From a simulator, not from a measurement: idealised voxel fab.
The process module presented herein is designated voxel ribs on slabs.
The cross-section on display is named cut; it measures 290 nm wide, and its cells are 5 nm squares.
Just so we're on the same page, the cross-sections are grids of square cells, and they're listed out in bands top to bottom, each band one or more rows deep.
Heads up on the band format: heights come first, top then bottom, in nm. After that it's the materials left to right, each with its width in nm. A single material flagged "all across" fills the whole band edge to edge, and "air" means there's empty space there.
The reference from which all heights are counted is 0, the level beneath which the as-received wafer is entirely one material; the lowest band, having no lower bound, proceeds downward and is written after the example "0 down".
So if you see something like "30..40" for the width, read it as the top row of the band sitting at the first number and the bottom row at the second, with every row in between moving by the same amount as the last.
The cross-section has no changed cell in any step marked "no change".
You'll see "Closed void register" listing empty spaces that have no way open to the top, as long as they're 8 cells or more; the notation is width x height at distance, where the distance is from the left edge, and all of it is in nm.
On a step's line, text after the settings is the simulator commenting on that step.
If you see "overlay nm" on a step's line and that step has a mask, it's telling you how far right of where it was planned the mask ended up; a negative number means it went left instead.

The steps planned for the process are as follows
| 1 | RECEIVE [material Si] |
| 2 | DIRECTIONAL_DEP [material SiO2] [thk nm 25] |
| 3 | DIRECTIONAL_DEP [material polySi] [thk nm 20] |
| 4 | DIRECTIONAL_DEP [material aC] [thk nm 15] |
| 5 | PATTERN [tone cover] [mask id RIB] [material resist] [width nm 25] [thk nm 35] [overlay nm 0] |
| 6 | DIRECTIONAL_ETCH [etch materials aC] [depth nm 15] |
| 7 | STRIP [etch materials resist] |
| 8 | DIRECTIONAL_ETCH [etch materials polySi] [depth nm 5] |
| 9 | STRIP [etch materials aC] |
| 10 | DIRECTIONAL_DEP [material aC] [thk nm 15] |
| 11 | PATTERN [tone cover] [mask id SLAB] [material resist] [width nm 85] [thk nm 30] [overlay nm 0] |
| 12 | DIRECTIONAL_ETCH [etch materials aC] [depth nm 15] |
| 13 | STRIP [etch materials resist] |
| 14 | DIRECTIONAL_ETCH [etch materials polySi] [depth nm 15] |
| 15 | STRIP [etch materials aC] |
| 16 | FILL_DEP [material SiO2] [thk nm 20] |
| 17 | CMP [height nm 55] |
| 18 | DIRECTIONAL_DEP [material TiN] [thk nm 10] |
| 19 | PATTERN [tone cover] [mask id HEATER] [material resist] [width nm 35] [thk nm 20] [overlay nm 0] |
| 20 | DIRECTIONAL_ETCH [etch materials TiN] [depth nm 10] |
| 21 | STRIP [etch materials resist] |
| 22 | CONFORMAL_DEP [material SiO2] [thk nm 10] |

Below: the first of two wafers, run as planned

Wafer cross-section on receipt, i.e. after step 1
> 0 down: Si all across
> Closed void register: none

Wafer after step 2 (cross-section)
> 25 to 0: SiO2 all across
> Everything under 0 stays put, no change at all.

Wafer after step 3 (cross-section)
> 45 to 25: polySi all across
> Everything under 25 stays put, no change at all.

Wafer after step 4 (cross-section)
> 60 to 45: aC all across
> Everything under 45 stays put, no change at all.

Wafer after step 5 (cross-section)
> 95 to 60: air (130), then resist (25), then air (135)
> Everything under 60 stays put, no change at all.

Wafer after step 6 (cross-section)
> 80 to 60: air (130), then resist (25), then air (135)
> 60 to 45: air (130), then aC (25), then air (135)
> Everything under 45 stays put, no change at all.

Wafer after step 7 (cross-section)
> 60 to 45: air (130), then aC (25), then air (135)
> Everything under 45 stays put, no change at all.

Wafer after step 8 (cross-section)
> 60 to 45: air (130), then aC (25), then air (135)
> 45 to 40: air (130), then polySi (25), then air (135)
> Everything under 40 stays put, no change at all.

Wafer after step 9 (cross-section)
> 45 to 40: air (130), then polySi (25), then air (135)
> Everything under 40 stays put, no change at all.

Wafer after step 10 (cross-section)
> 60 to 55: air (130), then aC (25), then air (135)
> 55 to 45: aC all across
> 45 to 40: aC (130), then polySi (25), then aC (135)
> Everything under 40 stays put, no change at all.

Wafer after step 11 (cross-section)
> 90 to 60: air (100), then resist (85), then air (105)
> 60 to 55: air (100), then resist (30), then aC (25), then resist (30), then air (105)
> Everything under 55 stays put, no change at all.

Wafer after step 12 (cross-section)
> 75 to 60: air (100), then resist (85), then air (105)
> 60 to 55: air (100), then resist (30), then aC (25), then resist (30), then air (105)
> 55 to 45: air (100), then aC (85), then air (105)
> 45 to 40: air (100), then aC (30), then polySi (25), then aC (30), then air (105)
> Everything under 40 stays put, no change at all.

Wafer after step 13 (cross-section)
> 60 to 55: air (130), then aC (25), then air (135)
> Everything under 55 stays put, no change at all.

Wafer after step 14 (cross-section)
> 60 to 55: air (130), then aC (25), then air (135)
> 55 to 45: air (100), then aC (85), then air (105)
> 45 to 40: air (100), then aC (30), then polySi (25), then aC (30), then air (105)
> 40 to 25: air (100), then polySi (85), then air (105)
> Everything under 25 stays put, no change at all.

Wafer after step 15 (cross-section)
> 45 to 40: air (130), then polySi (25), then air (135)
> Everything under 40 stays put, no change at all.

Wafer after step 16 (cross-section)
> 65 to 45: SiO2 all across
> 45 to 40: SiO2 (130), then polySi (25), then SiO2 (135)
> 40 to 25: SiO2 (100), then polySi (85), then SiO2 (105)
> Everything under 25 stays put, no change at all.

Wafer after step 17 (cross-section)
> 55 to 45: SiO2 all across
> Everything under 45 stays put, no change at all.

Wafer after step 18 (cross-section)
> 65 to 55: TiN all across
> Everything under 55 stays put, no change at all.

Wafer after step 19 (cross-section)
> 85 to 65: air (125), then resist (35), then air (130)
> Everything under 65 stays put, no change at all.

Wafer after step 20 (cross-section)
> 85 to 65: air (125), then resist (35), then air (130)
> 65 to 55: air (125), then TiN (35), then air (130)
> Everything under 55 stays put, no change at all.

Wafer after step 21 (cross-section)
> 65 to 55: air (125), then TiN (35), then air (130)
> Everything under 55 stays put, no change at all.

Wafer after step 22 (cross-section)
> 75 to 65: air (115), then SiO2 (55), then air (120)
> 65 to 55: SiO2 (125), then TiN (35), then SiO2 (130)
> Everything under 55 stays put, no change at all.

Wafer two of two - same starting point, same process plan, one mistake in execution; matches wafer one up to and including step 2

Second wafer at the planned finish of step 3, seen in cross-section
> 65 to 25: polySi all across
> Everything under 25 stays put, no change at all.

Second wafer at the planned finish of step 4, seen in cross-section
> 80 to 65: aC all across
> Everything under 65 stays put, no change at all.

Second wafer at the planned finish of step 5, seen in cross-section
> 115 to 80: air (130), then resist (25), then air (135)
> Everything under 80 stays put, no change at all.

Second wafer at the planned finish of step 6, seen in cross-section
> 100 to 80: air (130), then resist (25), then air (135)
> 80 to 65: air (130), then aC (25), then air (135)
> Everything under 65 stays put, no change at all.

Second wafer at the planned finish of step 7, seen in cross-section
> 80 to 65: air (130), then aC (25), then air (135)
> Everything under 65 stays put, no change at all.

Second wafer at the planned finish of step 8, seen in cross-section
> 80 to 65: air (130), then aC (25), then air (135)
> 65 to 60: air (130), then polySi (25), then air (135)
> Everything under 60 stays put, no change at all.

Second wafer at the planned finish of step 9, seen in cross-section
> 65 to 60: air (130), then polySi (25), then air (135)
> Everything under 60 stays put, no change at all.

Second wafer at the planned finish of step 10, seen in cross-section
> 80 to 75: air (130), then aC (25), then air (135)
> 75 to 65: aC all across
> 65 to 60: aC (130), then polySi (25), then aC (135)
> Everything under 60 stays put, no change at all.

Second wafer at the planned finish of step 11, seen in cross-section
> 110 to 80: air (100), then resist (85), then air (105)
> 80 to 75: air (100), then resist (30), then aC (25), then resist (30), then air (105)
> Everything under 75 stays put, no change at all.

Second wafer at the planned finish of step 12, seen in cross-section
> 95 to 80: air (100), then resist (85), then air (105)
> 80 to 75: air (100), then resist (30), then aC (25), then resist (30), then air (105)
> 75 to 65: air (100), then aC (85), then air (105)
> 65 to 60: air (100), then aC (30), then polySi (25), then aC (30), then air (105)
> Everything under 60 stays put, no change at all.

Second wafer at the planned finish of step 13, seen in cross-section
> 80 to 75: air (130), then aC (25), then air (135)
> Everything under 75 stays put, no change at all.

Second wafer at the planned finish of step 14, seen in cross-section
> 80 to 75: air (130), then aC (25), then air (135)
> 75 to 65: air (100), then aC (85), then air (105)
> 65 to 60: air (100), then aC (30), then polySi (25), then aC (30), then air (105)
> 60 to 45: air (100), then polySi (85), then air (105)
> Everything under 45 stays put, no change at all.

Second wafer at the planned finish of step 15, seen in cross-section
> 65 to 60: air (130), then polySi (25), then air (135)
> Everything under 60 stays put, no change at all.

Second wafer at the planned finish of step 16, seen in cross-section
> 85 to 65: SiO2 all across
> 65 to 60: SiO2 (130), then polySi (25), then SiO2 (135)
> 60 to 45: SiO2 (100), then polySi (85), then SiO2 (105)
> Everything under 45 stays put, no change at all.

Second wafer at the planned finish of step 17, seen in cross-section
> 55 to 45: SiO2 (100), then polySi (85), then SiO2 (105)
> Everything under 45 stays put, no change at all.

Second wafer at the planned finish of step 18, seen in cross-section
> 65 to 55: TiN all across
> Everything under 55 stays put, no change at all.

Second wafer at the planned finish of step 19, seen in cross-section
> 85 to 65: air (125), then resist (35), then air (130)
> Everything under 65 stays put, no change at all.

Second wafer at the planned finish of step 20, seen in cross-section
> 85 to 65: air (125), then resist (35), then air (130)
> 65 to 55: air (125), then TiN (35), then air (130)
> Everything under 55 stays put, no change at all.

Second wafer at the planned finish of step 21, seen in cross-section
> 65 to 55: air (125), then TiN (35), then air (130)
> Everything under 55 stays put, no change at all.

Second wafer at the planned finish of step 22, seen in cross-section
> 75 to 65: air (115), then SiO2 (55), then air (120)
> 65 to 55: SiO2 (125), then TiN (35), then SiO2 (130)
> Everything under 55 stays put, no change at all.
Deviation from plan: step 3 of the plan saw execution twice
The final cell counts differ between the wafers, with the second having more or fewer of some materials than the first: SiO2 -210 | polySi +210
